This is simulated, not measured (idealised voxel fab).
This section sets out a process module, namely voxel double patterning.
270 nm wide, 5 nm square cells: that's cross-section cut.
Notation: cross-section as square-cell grid; stated in bands, top first, going down; one or more cell rows per band.
What a band's entry tells you: where the top is and where the bottom is, as heights in nm, and after that what lies inside, material by material from left to right, each with its width in nm. Empty space is written as the word "empty", and a single material marked with the word "throughout" occupies the band from edge to edge.
Counting heights begins at 0, where everything beneath is, in the wafer as received, one material. The lowest band has no bottom; it goes on downwards, as "0..down" shows.
So if you see something like "30->40" for the width, read it as the top row of the band sitting at the first number and the bottom row at the second, with every row in between moving by the same amount as the last.
The designation "nothing was modified", where it is given for a processing step, indicates that no cell of the cross-section was altered in the course of that step.
Voids not open to the top, 8 cells minimum: see "Unvented voids". Written width x height at distance; distance is from the left edge; nm.
Read whatever lies past the settings on a step's line as the simulator's own remark about the step.
"overlay nm" denotes, for a step that has a mask, the displacement of the mask to the right of its planned place, with negative values corresponding to the left.
Note on reading: below, each pair holds a cross-section from before one process step and one from after it; the one from after shows only down to the lowest band that changed. Beneath the pair, the step in between is stated along with its settings. The pairs can stem from different runs of this module on the same starting wafer. Where a pair's entry headed "Status before step" says so, and only there, that pair continues from the pair above it.

STATUS BEFORE STEP
	0..down  Si throughout
	Unvented voids: none

RESULTING STRUCTURE
	10..0  SiO2 throughout
	Note: structure below 0 unchanged.
	Unvented voids: none
Step linking the sections shown: CONFORMAL_DEP,material SiO2,thk nm 10

Status before step: = after-state of the pair above.

RESULTING STRUCTURE
	30..10  TiN throughout
	Note: structure below 10 unchanged.
	Unvented voids: none
Step linking the sections shown: DIRECTIONAL_DEP,material TiN,thk nm 20

Status before step: = after-state of the pair above.

RESULTING STRUCTURE
	35..30  SiN throughout
	Note: structure below 30 unchanged.
	Unvented voids: none
Step linking the sections shown: DIRECTIONAL_DEP,material SiN,thk nm 5

Status before step: = after-state of the pair above.

RESULTING STRUCTURE
	45..35  aC throughout
	Note: structure below 35 unchanged.
	Unvented voids: none
Step linking the sections shown: DIRECTIONAL_DEP,material aC,thk nm 10

Status before step: = after-state of the pair above.

RESULTING STRUCTURE
	75..45  75 of resist, then 15 of empty, then 35 of resist, then 15 of empty, then 35 of resist, then 15 of empty, then 80 of resist
	Note: structure below 45 unchanged.
	Unvented voids: none
Step linking the sections shown: PATTERN,tone open,mask id FIRST,material resist,width nm 15,pitch nm 50,thk nm 30,overlay nm 0

Status before step: = after-state of the pair above.

RESULTING STRUCTURE
	65..45  75 of resist, then 15 of empty, then 35 of resist, then 15 of empty, then 35 of resist, then 15 of empty, then 80 of resist
	45..35  75 of aC, then 15 of empty, then 35 of aC, then 15 of empty, then 35 of aC, then 15 of empty, then 80 of aC
	Note: structure below 35 unchanged.
	Unvented voids: none
Step linking the sections shown: DIRECTIONAL_ETCH,etch materials aC,depth nm 10

Status before step: = after-state of the pair above.

RESULTING STRUCTURE
	45..35  75 of aC, then 15 of empty, then 35 of aC, then 15 of empty, then 35 of aC, then 15 of empty, then 80 of aC
	Note: structure below 35 unchanged.
	Unvented voids: none
Step linking the sections shown: STRIP,etch materials resist

Status before step: = after-state of the pair above.

RESULTING STRUCTURE
	45..35  75 of aC, then 15 of empty, then 35 of aC, then 15 of empty, then 35 of aC, then 15 of empty, then 80 of aC
	35..30  75 of SiN, then 15 of empty, then 35 of SiN, then 15 of empty, then 35 of SiN, then 15 of empty, then 80 of SiN
	Note: structure below 30 unchanged.
	Unvented voids: none
Step linking the sections shown: DIRECTIONAL_ETCH,etch materials SiN,depth nm 5

Status before step: = after-state of the pair above.

RESULTING STRUCTURE
	35..30  75 of SiN, then 15 of empty, then 35 of SiN, then 15 of empty, then 35 of SiN, then 15 of empty, then 80 of SiN
	Note: structure below 30 unchanged.
	Unvented voids: none
Step linking the sections shown: STRIP,etch materials aC

Status before step: = after-state of the pair above.

RESULTING STRUCTURE
	45..40  75 of aC, then 15 of empty, then 35 of aC, then 15 of empty, then 35 of aC, then 15 of empty, then 80 of aC
	40..35  aC throughout
	35..30  75 of SiN, then 15 of aC, then 35 of SiN, then 15 of aC, then 35 of SiN, then 15 of aC, then 80 of SiN
	Note: structure below 30 unchanged.
	Unvented voids: none
Step linking the sections shown: DIRECTIONAL_DEP,material aC,thk nm 10

Status before step: = after-state of the pair above.

RESULTING STRUCTURE
	75..45  100 of resist, then 15 of empty, then 35 of resist, then 15 of empty, then 105 of resist
	45..40  75 of aC, then 15 of resist, then 35 of aC, then 15 of resist, then 35 of aC, then 15 of resist, then 80 of aC
	Note: structure below 40 unchanged.
	Unvented voids: none
Step linking the sections shown: PATTERN,tone open,mask id SECOND,material resist,width nm 15,pitch nm 50,thk nm 30,overlay nm 0

Status before step: = after-state of the pair above.

RESULTING STRUCTURE
	65..45  100 of resist, then 15 of empty, then 35 of resist, then 15 of empty, then 105 of resist
	45..40  75 of aC, then 15 of resist, then 10 of aC, then 15 of empty, then 10 of aC, then 15 of resist, then 10 of aC, then 15 of empty, then 10 of aC, then 15 of resist, then 80 of aC
	40..35  100 of aC, then 15 of empty, then 35 of aC, then 15 of empty, then 105 of aC
	Note: structure below 35 unchanged.
	Unvented voids: none
Step linking the sections shown: DIRECTIONAL_ETCH,etch materials aC,depth nm 10

Status before step: = after-state of the pair above.

RESULTING STRUCTURE
	45..40  75 of aC, then 15 of empty, then 10 of aC, then 15 of empty, then 10 of aC, then 15 of empty, then 10 of aC, then 15 of empty, then 10 of aC, then 15 of empty, then 80 of aC
	Note: structure below 40 unchanged.
	Unvented voids: none
Step linking the sections shown: STRIP,etch materials resist

Status before step: = after-state of the pair above.

RESULTING STRUCTURE
	45..40  75 of aC, then 15 of empty, then 10 of aC, then 15 of empty, then 10 of aC, then 15 of empty, then 10 of aC, then 15 of empty, then 10 of aC, then 15 of empty, then 80 of aC
	40..35  100 of aC, then 15 of empty, then 35 of aC, then 15 of empty, then 105 of aC
	35..30  75 of SiN, then 15 of aC, then 10 of SiN, then 15 of empty, then 10 of SiN, then 15 of aC, then 10 of SiN, then 15 of empty, then 10 of SiN, then 15 of aC, then 80 of SiN
	Note: structure below 30 unchanged.
	Unvented voids: none
Step linking the sections shown: DIRECTIONAL_ETCH,etch materials SiN,depth nm 5

Status before step: = after-state of the pair above.

RESULTING STRUCTURE
	35..30  75 of SiN, then 15 of empty, then 10 of SiN, then 15 of empty, then 10 of SiN, then 15 of empty, then 10 of SiN, then 15 of empty, then 10 of SiN, then 15 of empty, then 80 of SiN
	Note: structure below 30 unchanged.
	Unvented voids: none
Step linking the sections shown: STRIP,etch materials aC

Status before step: = after-state of the pair above.

RESULTING STRUCTURE
	35..30  75 of SiN, then 15 of empty, then 10 of SiN, then 15 of empty, then 10 of SiN, then 15 of empty, then 10 of SiN, then 15 of empty, then 10 of SiN, then 15 of empty, then 80 of SiN
	30..10  75 of TiN, then 15 of empty, then 10 of TiN, then 15 of empty, then 10 of TiN, then 15 of empty, then 10 of TiN, then 15 of empty, then 10 of TiN, then 15 of empty, then 80 of TiN
	Note: structure below 10 unchanged.
	Unvented voids: none
Step linking the sections shown: DIRECTIONAL_ETCH,etch materials TiN,depth nm 20

Status before step: = after-state of the pair above.

RESULTING STRUCTURE
	30..10  75 of TiN, then 15 of empty, then 10 of TiN, then 15 of empty, then 10 of TiN, then 15 of empty, then 10 of TiN, then 15 of empty, then 10 of TiN, then 15 of empty, then 80 of TiN
	Note: structure below 10 unchanged.
	Unvented voids: none
Step linking the sections shown: STRIP,etch materials SiN

STATUS BEFORE STEP
	0..down  Si throughout
	Unvented voids: none

RESULTING STRUCTURE
	20..0  TiN throughout
	Note: structure below 0 unchanged.
	Unvented voids: none
Step linking the sections shown: DIRECTIONAL_DEP,material TiN,thk nm 20

Status before step: = after-state of the pair above.

RESULTING STRUCTURE
	25..20  SiN throughout
	Note: structure below 20 unchanged.
	Unvented voids: none
Step linking the sections shown: DIRECTIONAL_DEP,material SiN,thk nm 5

Status before step: = after-state of the pair above.

RESULTING STRUCTURE
	35..25  aC throughout
	Note: structure below 25 unchanged.
	Unvented voids: none
Step linking the sections shown: DIRECTIONAL_DEP,material aC,thk nm 10

Status before step: = after-state of the pair above.

RESULTING STRUCTURE
	65..35  75 of resist, then 15 of empty, then 35 of resist, then 15 of empty, then 35 of resist, then 15 of empty, then 80 of resist
	Note: structure below 35 unchanged.
	Unvented voids: none
Step linking the sections shown: PATTERN,tone open,mask id FIRST,material resist,width nm 15,pitch nm 50,thk nm 30,overlay nm 0

Status before step: = after-state of the pair above.

RESULTING STRUCTURE
	55..35  75 of resist, then 15 of empty, then 35 of resist, then 15 of empty, then 35 of resist, then 15 of empty, then 80 of resist
	35..25  75 of aC, then 15 of empty, then 35 of aC, then 15 of empty, then 35 of aC, then 15 of empty, then 80 of aC
	Note: structure below 25 unchanged.
	Unvented voids: none
Step linking the sections shown: DIRECTIONAL_ETCH,etch materials aC,depth nm 10

Status before step: = after-state of the pair above.

RESULTING STRUCTURE
	35..25  75 of aC, then 15 of empty, then 35 of aC, then 15 of empty, then 35 of aC, then 15 of empty, then 80 of aC
	Note: structure below 25 unchanged.
	Unvented voids: none
Step linking the sections shown: STRIP,etch materials resist

Status before step: = after-state of the pair above.

RESULTING STRUCTURE
	35..25  75 of aC, then 15 of empty, then 35 of aC, then 15 of empty, then 35 of aC, then 15 of empty, then 80 of aC
	25..20  75 of SiN, then 15 of empty, then 35 of SiN, then 15 of empty, then 35 of SiN, then 15 of empty, then 80 of SiN
	Note: structure below 20 unchanged.
	Unvented voids: none
Step linking the sections shown: DIRECTIONAL_ETCH,etch materials SiN,depth nm 5

Status before step: = after-state of the pair above.

RESULTING STRUCTURE
	25..20  75 of SiN, then 15 of empty, then 35 of SiN, then 15 of empty, then 35 of SiN, then 15 of empty, then 80 of SiN
	Note: structure below 20 unchanged.
	Unvented voids: none
Step linking the sections shown: STRIP,etch materials aC

Status before step: = after-state of the pair above.

RESULTING STRUCTURE
	35..30  75 of aC, then 15 of empty, then 35 of aC, then 15 of empty, then 35 of aC, then 15 of empty, then 80 of aC
	30..25  aC throughout
	25..20  75 of SiN, then 15 of aC, then 35 of SiN, then 15 of aC, then 35 of SiN, then 15 of aC, then 80 of SiN
	Note: structure below 20 unchanged.
	Unvented voids: none
Step linking the sections shown: DIRECTIONAL_DEP,material aC,thk nm 10

Status before step: = after-state of the pair above.

RESULTING STRUCTURE
	65..35  100 of resist, then 15 of empty, then 35 of resist, then 15 of empty, then 105 of resist
	35..30  75 of aC, then 15 of resist, then 35 of aC, then 15 of resist, then 35 of aC, then 15 of resist, then 80 of aC
	Note: structure below 30 unchanged.
	Unvented voids: none
Step linking the sections shown: PATTERN,tone open,mask id SECOND,material resist,width nm 15,pitch nm 50,thk nm 30,overlay nm 0

Status before step: = after-state of the pair above.

RESULTING STRUCTURE
	55..35  100 of resist, then 15 of empty, then 35 of resist, then 15 of empty, then 105 of resist
	35..30  75 of aC, then 15 of resist, then 10 of aC, then 15 of empty, then 10 of aC, then 15 of resist, then 10 of aC, then 15 of empty, then 10 of aC, then 15 of resist, then 80 of aC
	30..25  100 of aC, then 15 of empty, then 35 of aC, then 15 of empty, then 105 of aC
	Note: structure below 25 unchanged.
	Unvented voids: none
Step linking the sections shown: DIRECTIONAL_ETCH,etch materials aC,depth nm 10

Status before step: = after-state of the pair above.

RESULTING STRUCTURE
	35..30  75 of aC, then 15 of empty, then 10 of aC, then 15 of empty, then 10 of aC, then 15 of empty, then 10 of aC, then 15 of empty, then 10 of aC, then 15 of empty, then 80 of aC
	Note: structure below 30 unchanged.
	Unvented voids: none
Step linking the sections shown: STRIP,etch materials resist

Status before step: = after-state of the pair above.

RESULTING STRUCTURE
	35..30  75 of aC, then 15 of empty, then 10 of aC, then 15 of empty, then 10 of aC, then 15 of empty, then 10 of aC, then 15 of empty, then 10 of aC, then 15 of empty, then 80 of aC
	30..25  100 of aC, then 15 of empty, then 35 of aC, then 15 of empty, then 105 of aC
	25..20  75 of SiN, then 15 of aC, then 10 of SiN, then 15 of empty, then 10 of SiN, then 15 of aC, then 10 of SiN, then 15 of empty, then 10 of SiN, then 15 of aC, then 80 of SiN
	Note: structure below 20 unchanged.
	Unvented voids: none
Step linking the sections shown: DIRECTIONAL_ETCH,etch materials SiN,depth nm 5

Status before step: = after-state of the pair above.

RESULTING STRUCTURE
	25..20  75 of SiN, then 15 of empty, then 10 of SiN, then 15 of empty, then 10 of SiN, then 15 of empty, then 10 of SiN, then 15 of empty, then 10 of SiN, then 15 of empty, then 80 of SiN
	Note: structure below 20 unchanged.
	Unvented voids: none
Step linking the sections shown: STRIP,etch materials aC

Status before step: = after-state of the pair above.

RESULTING STRUCTURE
	25..20  75 of SiN, then 15 of empty, then 10 of SiN, then 15 of empty, then 10 of SiN, then 15 of empty, then 10 of SiN, then 15 of empty, then 10 of SiN, then 15 of empty, then 80 of SiN
	20..0  75 of TiN, then 15 of empty, then 10 of TiN, then 15 of empty, then 10 of TiN, then 15 of empty, then 10 of TiN, then 15 of empty, then 10 of TiN, then 15 of empty, then 80 of TiN
	Note: structure below 0 unchanged.
	Unvented voids: none
Step linking the sections shown: DIRECTIONAL_ETCH,etch materials TiN,depth nm 20

Status before step: = after-state of the pair above.

RESULTING STRUCTURE
	20..0  75 of TiN, then 15 of empty, then 10 of TiN, then 15 of empty, then 10 of TiN, then 15 of empty, then 10 of TiN, then 15 of empty, then 10 of TiN, then 15 of empty, then 80 of TiN
	Note: structure below 0 unchanged.
	Unvented voids: none
Step linking the sections shown: STRIP,etch materials SiN

STATUS BEFORE STEP
	30..10  TiN throughout
	10..0  SiO2 throughout
	0..down  Si throughout
	Unvented voids: none

RESULTING STRUCTURE
	50..10  TiN throughout
	Note: structure below 10 unchanged.
	Unvented voids: none
Step linking the sections shown: DIRECTIONAL_DEP,material TiN,thk nm 20

Status before step: = after-state of the pair above.

RESULTING STRUCTURE
	55..50  SiN throughout
	Note: structure below 50 unchanged.
	Unvented voids: none
Step linking the sections shown: DIRECTIONAL_DEP,material SiN,thk nm 5

Status before step: = after-state of the pair above.

RESULTING STRUCTURE
	65..55  aC throughout
	Note: structure below 55 unchanged.
	Unvented voids: none
Step linking the sections shown: DIRECTIONAL_DEP,material aC,thk nm 10

Status before step: = after-state of the pair above.

RESULTING STRUCTURE
	95..65  75 of resist, then 15 of empty, then 35 of resist, then 15 of empty, then 35 of resist, then 15 of empty, then 80 of resist
	Note: structure below 65 unchanged.
	Unvented voids: none
Step linking the sections shown: PATTERN,tone open,mask id FIRST,material resist,width nm 15,pitch nm 50,thk nm 30,overlay nm 0

Status before step: = after-state of the pair above.

RESULTING STRUCTURE
	85..65  75 of resist, then 15 of empty, then 35 of resist, then 15 of empty, then 35 of resist, then 15 of empty, then 80 of resist
	65..55  75 of aC, then 15 of empty, then 35 of aC, then 15 of empty, then 35 of aC, then 15 of empty, then 80 of aC
	Note: structure below 55 unchanged.
	Unvented voids: none
Step linking the sections shown: DIRECTIONAL_ETCH,etch materials aC,depth nm 10

Status before step: = after-state of the pair above.

RESULTING STRUCTURE
	65..55  75 of aC, then 15 of empty, then 35 of aC, then 15 of empty, then 35 of aC, then 15 of empty, then 80 of aC
	Note: structure below 55 unchanged.
	Unvented voids: none
Step linking the sections shown: STRIP,etch materials resist

Status before step: = after-state of the pair above.

RESULTING STRUCTURE
	65..55  75 of aC, then 15 of empty, then 35 of aC, then 15 of empty, then 35 of aC, then 15 of empty, then 80 of aC
	55..50  75 of SiN, then 15 of empty, then 35 of SiN, then 15 of empty, then 35 of SiN, then 15 of empty, then 80 of SiN
	Note: structure below 50 unchanged.
	Unvented voids: none
Step linking the sections shown: DIRECTIONAL_ETCH,etch materials SiN,depth nm 5

Status before step: = after-state of the pair above.

RESULTING STRUCTURE
	55..50  75 of SiN, then 15 of empty, then 35 of SiN, then 15 of empty, then 35 of SiN, then 15 of empty, then 80 of SiN
	Note: structure below 50 unchanged.
	Unvented voids: none
Step linking the sections shown: STRIP,etch materials aC

Status before step: = after-state of the pair above.

RESULTING STRUCTURE
	65..60  75 of aC, then 15 of empty, then 35 of aC, then 15 of empty, then 35 of aC, then 15 of empty, then 80 of aC
	60..55  aC throughout
	55..50  75 of SiN, then 15 of aC, then 35 of SiN, then 15 of aC, then 35 of SiN, then 15 of aC, then 80 of SiN
	Note: structure below 50 unchanged.
	Unvented voids: none
Step linking the sections shown: DIRECTIONAL_DEP,material aC,thk nm 10

Status before step: = after-state of the pair above.

RESULTING STRUCTURE
	95..65  100 of resist, then 15 of empty, then 35 of resist, then 15 of empty, then 105 of resist
	65..60  75 of aC, then 15 of resist, then 35 of aC, then 15 of resist, then 35 of aC, then 15 of resist, then 80 of aC
	Note: structure below 60 unchanged.
	Unvented voids: none
Step linking the sections shown: PATTERN,tone open,mask id SECOND,material resist,width nm 15,pitch nm 50,thk nm 30,overlay nm 0

Status before step: = after-state of the pair above.

RESULTING STRUCTURE
	85..65  100 of resist, then 15 of empty, then 35 of resist, then 15 of empty, then 105 of resist
	65..60  75 of aC, then 15 of resist, then 10 of aC, then 15 of empty, then 10 of aC, then 15 of resist, then 10 of aC, then 15 of empty, then 10 of aC, then 15 of resist, then 80 of aC
	60..55  100 of aC, then 15 of empty, then 35 of aC, then 15 of empty, then 105 of aC
	Note: structure below 55 unchanged.
	Unvented voids: none
Step linking the sections shown: DIRECTIONAL_ETCH,etch materials aC,depth nm 10

Status before step: = after-state of the pair above.

RESULTING STRUCTURE
	65..60  75 of aC, then 15 of empty, then 10 of aC, then 15 of empty, then 10 of aC, then 15 of empty, then 10 of aC, then 15 of empty, then 10 of aC, then 15 of empty, then 80 of aC
	Note: structure below 60 unchanged.
	Unvented voids: none
Step linking the sections shown: STRIP,etch materials resist

Status before step: = after-state of the pair above.

RESULTING STRUCTURE
	65..60  75 of aC, then 15 of empty, then 10 of aC, then 15 of empty, then 10 of aC, then 15 of empty, then 10 of aC, then 15 of empty, then 10 of aC, then 15 of empty, then 80 of aC
	60..55  100 of aC, then 15 of empty, then 35 of aC, then 15 of empty, then 105 of aC
	55..50  75 of SiN, then 15 of aC, then 10 of SiN, then 15 of empty, then 10 of SiN, then 15 of aC, then 10 of SiN, then 15 of empty, then 10 of SiN, then 15 of aC, then 80 of SiN
	Note: structure below 50 unchanged.
	Unvented voids: none
Step linking the sections shown: DIRECTIONAL_ETCH,etch materials SiN,depth nm 5

Status before step: = after-state of the pair above.

RESULTING STRUCTURE
	55..50  75 of SiN, then 15 of empty, then 10 of SiN, then 15 of empty, then 10 of SiN, then 15 of empty, then 10 of SiN, then 15 of empty, then 10 of SiN, then 15 of empty, then 80 of SiN
	Note: structure below 50 unchanged.
	Unvented voids: none
Step linking the sections shown: STRIP,etch materials aC

Status before step: = after-state of the pair above.

RESULTING STRUCTURE
	55..50  75 of SiN, then 15 of empty, then 10 of SiN, then 15 of empty, then 10 of SiN, then 15 of empty, then 10 of SiN, then 15 of empty, then 10 of SiN, then 15 of empty, then 80 of SiN
	50..30  75 of TiN, then 15 of empty, then 10 of TiN, then 15 of empty, then 10 of TiN, then 15 of empty, then 10 of TiN, then 15 of empty, then 10 of TiN, then 15 of empty, then 80 of TiN
	Note: structure below 30 unchanged.
	Unvented voids: none
Step linking the sections shown: DIRECTIONAL_ETCH,etch materials TiN,depth nm 20

Status before step: = after-state of the pair above.

RESULTING STRUCTURE
	50..30  75 of TiN, then 15 of empty, then 10 of TiN, then 15 of empty, then 10 of TiN, then 15 of empty, then 10 of TiN, then 15 of empty, then 10 of TiN, then 15 of empty, then 80 of TiN
	Note: structure below 30 unchanged.
	Unvented voids: none
Step linking the sections shown: STRIP,etch materials SiN

STATUS BEFORE STEP
	20..0  TiN throughout
	0..down  Si throughout
	Unvented voids: none

RESULTING STRUCTURE
	30..20  SiO2 throughout
	Note: structure below 20 unchanged.
	Unvented voids: none
Step linking the sections shown: CONFORMAL_DEP,material SiO2,thk nm 10

Status before step: = after-state of the pair above.

RESULTING STRUCTURE
	35..30  SiN throughout
	Note: structure below 30 unchanged.
	Unvented voids: none
Step linking the sections shown: DIRECTIONAL_DEP,material SiN,thk nm 5

Status before step: = after-state of the pair above.

RESULTING STRUCTURE
	45..35  aC throughout
	Note: structure below 35 unchanged.
	Unvented voids: none
Step linking the sections shown: DIRECTIONAL_DEP,material aC,thk nm 10

Status before step: = after-state of the pair above.

RESULTING STRUCTURE
	75..45  75 of resist, then 15 of empty, then 35 of resist, then 15 of empty, then 35 of resist, then 15 of empty, then 80 of resist
	Note: structure below 45 unchanged.
	Unvented voids: none
Step linking the sections shown: PATTERN,tone open,mask id FIRST,material resist,width nm 15,pitch nm 50,thk nm 30,overlay nm 0

Status before step: = after-state of the pair above.

RESULTING STRUCTURE
	65..45  75 of resist, then 15 of empty, then 35 of resist, then 15 of empty, then 35 of resist, then 15 of empty, then 80 of resist
	45..35  75 of aC, then 15 of empty, then 35 of aC, then 15 of empty, then 35 of aC, then 15 of empty, then 80 of aC
	Note: structure below 35 unchanged.
	Unvented voids: none
Step linking the sections shown: DIRECTIONAL_ETCH,etch materials aC,depth nm 10

Status before step: = after-state of the pair above.

RESULTING STRUCTURE
	45..35  75 of aC, then 15 of empty, then 35 of aC, then 15 of empty, then 35 of aC, then 15 of empty, then 80 of aC
	Note: structure below 35 unchanged.
	Unvented voids: none
Step linking the sections shown: STRIP,etch materials resist

Status before step: = after-state of the pair above.

RESULTING STRUCTURE
	45..35  75 of aC, then 15 of empty, then 35 of aC, then 15 of empty, then 35 of aC, then 15 of empty, then 80 of aC
	35..30  75 of SiN, then 15 of empty, then 35 of SiN, then 15 of empty, then 35 of SiN, then 15 of empty, then 80 of SiN
	Note: structure below 30 unchanged.
	Unvented voids: none
Step linking the sections shown: DIRECTIONAL_ETCH,etch materials SiN,depth nm 5

Status before step: = after-state of the pair above.

RESULTING STRUCTURE
	35..30  75 of SiN, then 15 of empty, then 35 of SiN, then 15 of empty, then 35 of SiN, then 15 of empty, then 80 of SiN
	Note: structure below 30 unchanged.
	Unvented voids: none
Step linking the sections shown: STRIP,etch materials aC

Status before step: = after-state of the pair above.

RESULTING STRUCTURE
	45..40  75 of aC, then 15 of empty, then 35 of aC, then 15 of empty, then 35 of aC, then 15 of empty, then 80 of aC
	40..35  aC throughout
	35..30  75 of SiN, then 15 of aC, then 35 of SiN, then 15 of aC, then 35 of SiN, then 15 of aC, then 80 of SiN
	Note: structure below 30 unchanged.
	Unvented voids: none
Step linking the sections shown: DIRECTIONAL_DEP,material aC,thk nm 10

Status before step: = after-state of the pair above.

RESULTING STRUCTURE
	75..45  100 of resist, then 15 of empty, then 35 of resist, then 15 of empty, then 105 of resist
	45..40  75 of aC, then 15 of resist, then 35 of aC, then 15 of resist, then 35 of aC, then 15 of resist, then 80 of aC
	Note: structure below 40 unchanged.
	Unvented voids: none
Step linking the sections shown: PATTERN,tone open,mask id SECOND,material resist,width nm 15,pitch nm 50,thk nm 30,overlay nm 0

Status before step: = after-state of the pair above.

RESULTING STRUCTURE
	65..45  100 of resist, then 15 of empty, then 35 of resist, then 15 of empty, then 105 of resist
	45..40  75 of aC, then 15 of resist, then 10 of aC, then 15 of empty, then 10 of aC, then 15 of resist, then 10 of aC, then 15 of empty, then 10 of aC, then 15 of resist, then 80 of aC
	40..35  100 of aC, then 15 of empty, then 35 of aC, then 15 of empty, then 105 of aC
	Note: structure below 35 unchanged.
	Unvented voids: none
Step linking the sections shown: DIRECTIONAL_ETCH,etch materials aC,depth nm 10

Status before step: = after-state of the pair above.

RESULTING STRUCTURE
	45..40  75 of aC, then 15 of empty, then 10 of aC, then 15 of empty, then 10 of aC, then 15 of empty, then 10 of aC, then 15 of empty, then 10 of aC, then 15 of empty, then 80 of aC
	Note: structure below 40 unchanged.
	Unvented voids: none
Step linking the sections shown: STRIP,etch materials resist

Status before step: = after-state of the pair above.

RESULTING STRUCTURE
	45..40  75 of aC, then 15 of empty, then 10 of aC, then 15 of empty, then 10 of aC, then 15 of empty, then 10 of aC, then 15 of empty, then 10 of aC, then 15 of empty, then 80 of aC
	40..35  100 of aC, then 15 of empty, then 35 of aC, then 15 of empty, then 105 of aC
	35..30  75 of SiN, then 15 of aC, then 10 of SiN, then 15 of empty, then 10 of SiN, then 15 of aC, then 10 of SiN, then 15 of empty, then 10 of SiN, then 15 of aC, then 80 of SiN
	Note: structure below 30 unchanged.
	Unvented voids: none
Step linking the sections shown: DIRECTIONAL_ETCH,etch materials SiN,depth nm 5

Status before step: = after-state of the pair above.

RESULTING STRUCTURE
	35..30  75 of SiN, then 15 of empty, then 10 of SiN, then 15 of empty, then 10 of SiN, then 15 of empty, then 10 of SiN, then 15 of empty, then 10 of SiN, then 15 of empty, then 80 of SiN
	Note: structure below 30 unchanged.
	Unvented voids: none
Step linking the sections shown: STRIP,etch materials aC

Status before step: = after-state of the pair above.

RESULTING STRUCTURE
	30..20  SiO2 throughout
	Note: structure below 20 unchanged.
	Unvented voids: none
Step linking the sections shown: STRIP,etch materials SiN

STATUS BEFORE STEP
	10..0  SiO2 throughout
	0..down  Si throughout
	Unvented voids: none

RESULTING STRUCTURE
	25..10  TiN throughout
	Note: structure below 10 unchanged.
	Unvented voids: none
Step linking the sections shown: DIRECTIONAL_DEP,material TiN,thk nm 15

Status before step: = after-state of the pair above.

RESULTING STRUCTURE
	30..25  SiN throughout
	Note: structure below 25 unchanged.
	Unvented voids: none
Step linking the sections shown: DIRECTIONAL_DEP,material SiN,thk nm 5

Status before step: = after-state of the pair above.

RESULTING STRUCTURE
	40..30  aC throughout
	Note: structure below 30 unchanged.
	Unvented voids: none
Step linking the sections shown: DIRECTIONAL_DEP,material aC,thk nm 10

Status before step: = after-state of the pair above.

RESULTING STRUCTURE
	70..40  75 of resist, then 15 of empty, then 35 of resist, then 15 of empty, then 35 of resist, then 15 of empty, then 80 of resist
	Note: structure below 40 unchanged.
	Unvented voids: none
Step linking the sections shown: PATTERN,tone open,mask id FIRST,material resist,width nm 15,pitch nm 50,thk nm 30,overlay nm 0

Status before step: = after-state of the pair above.

RESULTING STRUCTURE
	60..40  75 of resist, then 15 of empty, then 35 of resist, then 15 of empty, then 35 of resist, then 15 of empty, then 80 of resist
	40..30  75 of aC, then 15 of empty, then 35 of aC, then 15 of empty, then 35 of aC, then 15 of empty, then 80 of aC
	Note: structure below 30 unchanged.
	Unvented voids: none
Step linking the sections shown: DIRECTIONAL_ETCH,etch materials aC,depth nm 10

Status before step: = after-state of the pair above.

RESULTING STRUCTURE
	40..30  75 of aC, then 15 of empty, then 35 of aC, then 15 of empty, then 35 of aC, then 15 of empty, then 80 of aC
	Note: structure below 30 unchanged.
	Unvented voids: none
Step linking the sections shown: STRIP,etch materials resist

Status before step: = after-state of the pair above.

RESULTING STRUCTURE
	40..30  75 of aC, then 15 of empty, then 35 of aC, then 15 of empty, then 35 of aC, then 15 of empty, then 80 of aC
	30..25  75 of SiN, then 15 of empty, then 35 of SiN, then 15 of empty, then 35 of SiN, then 15 of empty, then 80 of SiN
	Note: structure below 25 unchanged.
	Unvented voids: none
Step linking the sections shown: DIRECTIONAL_ETCH,etch materials SiN,depth nm 5

Status before step: = after-state of the pair above.

RESULTING STRUCTURE
	30..25  75 of SiN, then 15 of empty, then 35 of SiN, then 15 of empty, then 35 of SiN, then 15 of empty, then 80 of SiN
	Note: structure below 25 unchanged.
	Unvented voids: none
Step linking the sections shown: STRIP,etch materials aC

Status before step: = after-state of the pair above.

RESULTING STRUCTURE
	40..35  75 of aC, then 15 of empty, then 35 of aC, then 15 of empty, then 35 of aC, then 15 of empty, then 80 of aC
	35..30  aC throughout
	30..25  75 of SiN, then 15 of aC, then 35 of SiN, then 15 of aC, then 35 of SiN, then 15 of aC, then 80 of SiN
	Note: structure below 25 unchanged.
	Unvented voids: none
Step linking the sections shown: DIRECTIONAL_DEP,material aC,thk nm 10

Status before step: = after-state of the pair above.

RESULTING STRUCTURE
	70..40  100 of resist, then 15 of empty, then 35 of resist, then 15 of empty, then 105 of resist
	40..35  75 of aC, then 15 of resist, then 35 of aC, then 15 of resist, then 35 of aC, then 15 of resist, then 80 of aC
	Note: structure below 35 unchanged.
	Unvented voids: none
Step linking the sections shown: PATTERN,tone open,mask id SECOND,material resist,width nm 15,pitch nm 50,thk nm 30,overlay nm 0

Status before step: = after-state of the pair above.

RESULTING STRUCTURE
	60..40  100 of resist, then 15 of empty, then 35 of resist, then 15 of empty, then 105 of resist
	40..35  75 of aC, then 15 of resist, then 10 of aC, then 15 of empty, then 10 of aC, then 15 of resist, then 10 of aC, then 15 of empty, then 10 of aC, then 15 of resist, then 80 of aC
	35..30  100 of aC, then 15 of empty, then 35 of aC, then 15 of empty, then 105 of aC
	Note: structure below 30 unchanged.
	Unvented voids: none
Step linking the sections shown: DIRECTIONAL_ETCH,etch materials aC,depth nm 10

Status before step: = after-state of the pair above.

RESULTING STRUCTURE
	40..35  75 of aC, then 15 of empty, then 10 of aC, then 15 of empty, then 10 of aC, then 15 of empty, then 10 of aC, then 15 of empty, then 10 of aC, then 15 of empty, then 80 of aC
	Note: structure below 35 unchanged.
	Unvented voids: none
Step linking the sections shown: STRIP,etch materials resist

Status before step: = after-state of the pair above.

RESULTING STRUCTURE
	40..35  75 of aC, then 15 of empty, then 10 of aC, then 15 of empty, then 10 of aC, then 15 of empty, then 10 of aC, then 15 of empty, then 10 of aC, then 15 of empty, then 80 of aC
	35..30  100 of aC, then 15 of empty, then 35 of aC, then 15 of empty, then 105 of aC
	30..25  75 of SiN, then 15 of aC, then 10 of SiN, then 15 of empty, then 10 of SiN, then 15 of aC, then 10 of SiN, then 15 of empty, then 10 of SiN, then 15 of aC, then 80 of SiN
	Note: structure below 25 unchanged.
	Unvented voids: none
Step linking the sections shown: DIRECTIONAL_ETCH,etch materials SiN,depth nm 5

Status before step: = after-state of the pair above.

RESULTING STRUCTURE
	30..25  75 of SiN, then 15 of empty, then 10 of SiN, then 15 of empty, then 10 of SiN, then 15 of empty, then 10 of SiN, then 15 of empty, then 10 of SiN, then 15 of empty, then 80 of SiN
	Note: structure below 25 unchanged.
	Unvented voids: none
Step linking the sections shown: STRIP,etch materials aC
